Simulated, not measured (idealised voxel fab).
Documented hereafter: the process module known as voxel air gaps.
cross-section cut | 285 nm wide | cells 5 nm
Just so we're on the same page, the cross-sections are grids of square cells, and they're listed out in bands top to bottom, each band one or more rows deep.
Heads up on the band format: heights come first, top then bottom, in nm. After that it's the materials left to right, each with its width in nm. A single material flagged "edge to edge" fills the whole band edge to edge, and "empty" means there's empty space there.
Basically, 0 is our baseline, since under it the wafer straight out of the box is all one material. The bottom band has no lower end and keeps on going down, so it looks like "0 nm and below".
Width spec "30..40" -> top row of cells at first value, bottom row at second value, equal per-row change in between.
"remains unaltered" for a step: no cell of the cross-section changed in that step.
Basically, "Closed void listing" tells you about the enclosed voids: empty spaces with no open way to the top, 8 cells or bigger, each written width x height at distance, where distance is from the left edge, all in nm.
That trailing text on a step's line, after the settings, is the simulator's own remark on the step.
For masked steps, "overlay nm" on the step line gives how far right of plan the mask actually lay; a minus sign means it lay to the left.
Set out below are the planned steps of the process
1,RECEIVE, material Si
2,CONFORMAL_DEP, material SiO2, thk nm 10
3,CONFORMAL_DEP, material SiN, thk nm 5
4,DIRECTIONAL_DEP, material lowk, thk nm 40
5,DIRECTIONAL_DEP, material aC, thk nm 5
6,PATTERN, tone open, mask id LINES, material resist, width nm 15, pitch nm 40, thk nm 25, overlay nm 0
7,DIRECTIONAL_ETCH, etch materials aC, depth nm 10
8,STRIP, etch materials resist
9,DIRECTIONAL_ETCH, etch materials lowk, depth nm 40
10,STRIP, etch materials aC
11,CONFORMAL_DEP, material TiN, thk nm 5
12,FILL_DEP, material Ru, thk nm 10
13,CMP, height nm 55
14,EPI, material Ru, thk nm 10
15,SELECTIVE_ETCH, etch materials lowk, depth nm 50
16,CONFORMAL_DEP, material SiN, thk nm 5
The wafers in this document start out alike and differ in the thk nm applied at step 5; the plan shows the value used for the first wafer.
Cross-section of the first of several wafers on receipt, reflecting completion of step 1
> 0 nm and below | Si edge to edge
> Closed void listing: none
Wafer rows, end of module: cells per material gained (+) or lost (-) since receipt; closed voids last
thk nm 5, +84 Ru, +214 SiN, +114 SiO2, +68 TiN, Closed void listing: 15 x 30 at 95; 15 x 30 at 135; 15 x 30 at 175
thk nm 10, +84 Ru, +214 SiN, +114 SiO2, +68 TiN, Closed void listing: 15 x 30 at 95; 15 x 30 at 135; 15 x 30 at 175
thk nm 15, +114 SiN, +114 SiO2, Closed void listing: none
thk nm 20, +114 SiN, +114 SiO2, Closed void listing: none
thk nm 25, +114 SiN, +114 SiO2, Closed void listing: none
